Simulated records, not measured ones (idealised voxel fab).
process module | voxel capacitor over wiring
cross-section cut | 290 nm wide | cells 5 nm
A cross-section is a grid of square cells, given in bands from the top down. A band is one or more rows of cells.
Each band's line starts with the height of the band's top and of its bottom, in nm. Then come its materials from left to right, each with its width in nm. One material with "throughout" fills the band from edge to edge. "air" is empty space.
Height 0 is the level under which the wafer as received is all one material. The lowest band goes on downwards, as in "0 down".
A width such as "30 to 40" changes by the same amount from each row of cells to the next, from the band's top row to its bottom row.
"no change" after a step means that no cell of the cross-section changed.
closed voids: empty space of 8 cells or more with no open way to the top, each as width x height at its distance from the left edge, in nm
after a step's settings: what the simulator itself notes on the step
overlay nm, on a step with a mask: how far to the right of its planned place the mask lay; to the left if negative
plan
1 op RECEIVE | material Si
2 op CONFORMAL_DEP | material SiO2 | thk nm 10
3 op CONFORMAL_DEP | material SiN | thk nm 5
4 op DIRECTIONAL_DEP | material SiO2 | thk nm 25
5 op PATTERN | tone open | mask id METAL_1 | material resist | width nm 20 | pitch nm 75 | thk nm 15 | overlay nm 0
6 op DIRECTIONAL_ETCH | etch materials SiO2 | depth nm 25
7 op DIRECTIONAL_ETCH | etch materials SiN | depth nm 5
8 op STRIP | etch materials resist
9 op CONFORMAL_DEP | material TiN | thk nm 5
10 op FILL_DEP | material Cu | thk nm 5
11 op CMP | height nm 40
12 op CONFORMAL_DEP | material SiCN | thk nm 5
13 op DIRECTIONAL_DEP | material SiO2 | thk nm 15
14 op DIRECTIONAL_DEP | material aC | thk nm 15
15 op PATTERN | tone open | mask id PLUG_1 | material resist | width nm 15 | thk nm 35 | overlay nm 0
16 op DIRECTIONAL_ETCH | etch materials aC | depth nm 15
17 op STRIP | etch materials resist
18 op DIRECTIONAL_ETCH | etch materials SiO2 | depth nm 15
19 op DIRECTIONAL_ETCH | etch materials SiCN | depth nm 5
20 op STRIP | etch materials aC
21 op EPI | material Ru | thk nm 10
22 op EPI | material Ru | thk nm 10
23 op DIRECTIONAL_DEP | material TiN | thk nm 5
24 op DIRECTIONAL_DEP | material Al2O3 | thk nm 5
25 op DIRECTIONAL_DEP | material TiN | thk nm 5
26 op MASKED_ETCH | tone cover | mask id UPPER_PLATE | width nm 60 | etch materials TiN | depth nm 5 | overlay nm 0
27 op MASKED_ETCH | tone cover | mask id UPPER_PLATE | width nm 60 | etch materials Al2O3 | depth nm 5 | overlay nm 0
28 op MASKED_ETCH | tone cover | mask id LOWER_PLATE | width nm 70 | etch materials TiN | depth nm 5 | overlay nm 0
29 op FILL_DEP | material SiO2 | thk nm 15
30 op CMP | height nm 85
31 op PATTERN | tone open | mask id PLUG_2 | material resist | width nm 15 | thk nm 20 | overlay nm 0
32 op DIRECTIONAL_ETCH | etch materials SiO2 | depth nm 10
33 op STRIP | etch materials resist
34 op CONFORMAL_DEP | material TiN | thk nm 5
35 op FILL_DEP | material Ru | thk nm 5
36 op CMP | height nm 85
37 op CONFORMAL_DEP | material SiCN | thk nm 5
as received, after step 1
  0 down: Si throughout
  closed voids: none
a wafer at the end: this start, this plan, one mistake
  90 to 85: SiCN throughout
  85 to 80: SiO2 110 | TiN 5 | Ru 5 | TiN 5 | SiO2 165
  80 to 70: SiO2 110 to 100 | TiN 15 to 60 | SiO2 165 to 130
  70 to 65: SiO2 100 | Al2O3 60 | SiO2 130
  65 to 60: SiO2 95 | TiN 70 | SiO2 125
  60 to 45: SiO2 100 | Ru 15 | SiO2 175
  45 to 40: SiCN 100 | Ru 15 | SiCN 175
  40 to 35: TiN 100 | Cu 10 | TiN 65 | Cu 10 | TiN 105
  35 to 15: SiO2 95 | TiN 5 | Cu 10 | TiN 5 | SiO2 55 | TiN 5 | Cu 10 | TiN 5 | SiO2 100
  15 to 10: SiN 95 | TiN 20 | SiN 55 | TiN 20 | SiN 100
  10 to 0: SiO2 throughout
  0 down: Si throughout
  closed voids: none
what went wrong: step 4 ran as: op DIRECTIONAL_DEP | material SiO2 | thk nm 20
